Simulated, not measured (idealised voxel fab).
Process module heading - voxel gate over fins
Shown is cross-section cut, with a width of 210 nm and square cells of size 5 nm.
Cross-sections here: square-cell grids, written as top-down lists of bands, a band being one or more rows of cells. A band entry consists of two parts. The first gives the height of the band's top and the height of its bottom, in nm. The rest lists the band's materials from left to right, each with its width in nm. A single material labelled with the word "throughout" fills the band from edge to edge, and the word "air" marks empty space. Height is counted from the level 0, under which the received wafer is composed throughout of one material. The lowest of the bands is not closed at the bottom but continues downward, in the notation "z 0 and below". You'd read "30->40" like this: the band's top row of cells is as wide as the first number, its bottom row is as wide as the second, and going down, every row changes width by the same amount as the row before did. "no alteration", as given for a step, is the statement that not any cell of the cross-section underwent a change during that step. Under "Fully closed voids" you'll find the enclosed gaps, the ones with no way out to the top, that are 8 cells or bigger; each reads width x height at distance, with distance counted from the left edge, everything in nm. Read whatever lies past the settings on a step's line as the simulator's own remark about the step. overlay nm: mask offset rightward from planned place, masked step; negative means leftward offset.
PLAN
1,RECEIVE with material Si
2,CONFORMAL_DEP with material SiN, thk nm 10
3,MASKED_ETCH with tone cover, mask id FINS, width nm 15, pitch nm 35, etch materials SiN, depth nm 10, overlay nm 0
4,MASKED_ETCH with tone cover, mask id FINS, width nm 15, pitch nm 35, etch materials Si, depth nm 40, overlay nm 0
5,OXIDIZE with depth nm 5
6,FILL_DEP with material SiO2, thk nm 10
7,CMP with height nm 10
8,SELECTIVE_ETCH with etch materials SiO2, depth nm 20
9,STRIP with etch materials SiN
10,CONFORMAL_DEP with material HfO2, thk nm 5
11,CONFORMAL_DEP with material TiN, thk nm 5
12,FILL_DEP with material W, thk nm 10
13,CMP with height nm 15
14,CONFORMAL_DEP with material SiCN, thk nm 10
THE FOLLOWING PERTAINS TO THE FIRST OF TWO WAFERS, WHICH WAS PROCESSED AS PLANNED
SO THIS IS THE INCOMING WAFER IN CROSS-SECTION - IT'S ALREADY BEEN THROUGH STEP 1
  z 0 and below = Si throughout
  Fully closed voids: none
STEP 2 COMPLETE: CROSS-SECTION THROUGH THE WAFER
  z 10 to 0 = SiN throughout
  No changes below 0.
STEP 3 COMPLETE: CROSS-SECTION THROUGH THE WAFER
  z 10 to 0 = air=80 / SiN=15 / air=20 / SiN=15 / air=80
  No changes below 0.
STEP 4 COMPLETE: CROSS-SECTION THROUGH THE WAFER
  z 10 to 0 = air=80 / SiN=15 / air=20 / SiN=15 / air=80
  z 0 to -40 = air=80 / Si=15 / air=20 / Si=15 / air=80
  No changes below -40.
STEP 5 COMPLETE: CROSS-SECTION THROUGH THE WAFER
  z 10 to 0 = air=80 / SiN=15 / air=20 / SiN=15 / air=80
  z 0 to -40 = air=80 / SiO2=5 / Si=5 / SiO2=5 / air=20 / SiO2=5 / Si=5 / SiO2=5 / air=80
  z -40 to -45 = SiO2=85 / Si=5 / SiO2=30 / Si=5 / SiO2=85
  No changes below -45.
STEP 6 COMPLETE: CROSS-SECTION THROUGH THE WAFER
  z 20 to 10 = SiO2 throughout
  z 10 to 0 = SiO2=80 / SiN=15 / SiO2=20 / SiN=15 / SiO2=80
  z 0 to -45 = SiO2=85 / Si=5 / SiO2=30 / Si=5 / SiO2=85
  No changes below -45.
STEP 7 COMPLETE: CROSS-SECTION THROUGH THE WAFER
  z 10 to 0 = SiO2=80 / SiN=15 / SiO2=20 / SiN=15 / SiO2=80
  No changes below 0.
STEP 8 COMPLETE: CROSS-SECTION THROUGH THE WAFER
  z 10 to 0 = air=80 / SiN=15 / air=20 / SiN=15 / air=80
  z 0 to -10 = air=85 / Si=5 / air=30 / Si=5 / air=85
  No changes below -10.
STEP 9 COMPLETE: CROSS-SECTION THROUGH THE WAFER
  z 0 to -10 = air=85 / Si=5 / air=30 / Si=5 / air=85
  No changes below -10.
STEP 10 COMPLETE: CROSS-SECTION THROUGH THE WAFER
  z 5 to 0 = air=80 / HfO2=15 / air=20 / HfO2=15 / air=80
  z 0 to -5 = air=80 / HfO2=5 / Si=5 / HfO2=5 / air=20 / HfO2=5 / Si=5 / HfO2=5 / air=80
  z -5 to -10 = HfO2=85 / Si=5 / HfO2=30 / Si=5 / HfO2=85
  No changes below -10.
STEP 11 COMPLETE: CROSS-SECTION THROUGH THE WAFER
  z 10 to 5 = air=75 / TiN=25 / air=10 / TiN=25 / air=75
  z 5 to 0 = air=75 / TiN=5 / HfO2=15 / TiN=5 / air=10 / TiN=5 / HfO2=15 / TiN=5 / air=75
  z 0 to -5 = TiN=80 / HfO2=5 / Si=5 / HfO2=5 / TiN=20 / HfO2=5 / Si=5 / HfO2=5 / TiN=80
  No changes below -5.
STEP 12 COMPLETE: CROSS-SECTION THROUGH THE WAFER
  z 20 to 10 = W throughout
  z 10 to 5 = W=75 / TiN=25 / W=10 / TiN=25 / W=75
  z 5 to 0 = W=75 / TiN=5 / HfO2=15 / TiN=5 / W=10 / TiN=5 / HfO2=15 / TiN=5 / W=75
  No changes below 0.
STEP 13 COMPLETE: CROSS-SECTION THROUGH THE WAFER
  z 15 to 10 = W throughout
  No changes below 10.
STEP 14 COMPLETE: CROSS-SECTION THROUGH THE WAFER
  z 25 to 15 = SiCN throughout
  No changes below 15.
THE SECOND WAFER WAS PREPARED FROM THE SAME STARTING POINT AND UNDER THE SAME PLAN AS THE FIRST; ITS PROCESSING CONTAINED ONE MISTAKE, AND IT REMAINS INDISTINGUISHABLE FROM THE FIRST WAFER UP TO AND INCLUDING STEP 9
Second wafer, cut view, end of step 10 per plan: no alteration
SECOND WAFER, CUT VIEW, END OF STEP 11 PER PLAN
  z 5 to 0 = air=80 / TiN=15 / air=20 / TiN=15 / air=80
  z 0 to -5 = air=80 / TiN=5 / Si=5 / TiN=5 / air=20 / TiN=5 / Si=5 / TiN=5 / air=80
  z -5 to -10 = TiN=85 / Si=5 / TiN=30 / Si=5 / TiN=85
  No changes below -10.
SECOND WAFER, CUT VIEW, END OF STEP 12 PER PLAN
  z 15 to 5 = W throughout
  z 5 to 0 = W=80 / TiN=15 / W=20 / TiN=15 / W=80
  z 0 to -5 = W=80 / TiN=5 / Si=5 / TiN=5 / W=20 / TiN=5 / Si=5 / TiN=5 / W=80
  No changes below -5.
Second wafer, cut view, end of step 13 per plan: no alteration
SECOND WAFER, CUT VIEW, END OF STEP 14 PER PLAN
  z 25 to 15 = SiCN throughout
  No changes below 15.
Nonconformance to the process plan: plan step 10 was not performed, having been skipped
Final wafer comparison in cells, second versus first, more or fewer per material: HfO2: 50 fewer; W: 50 more
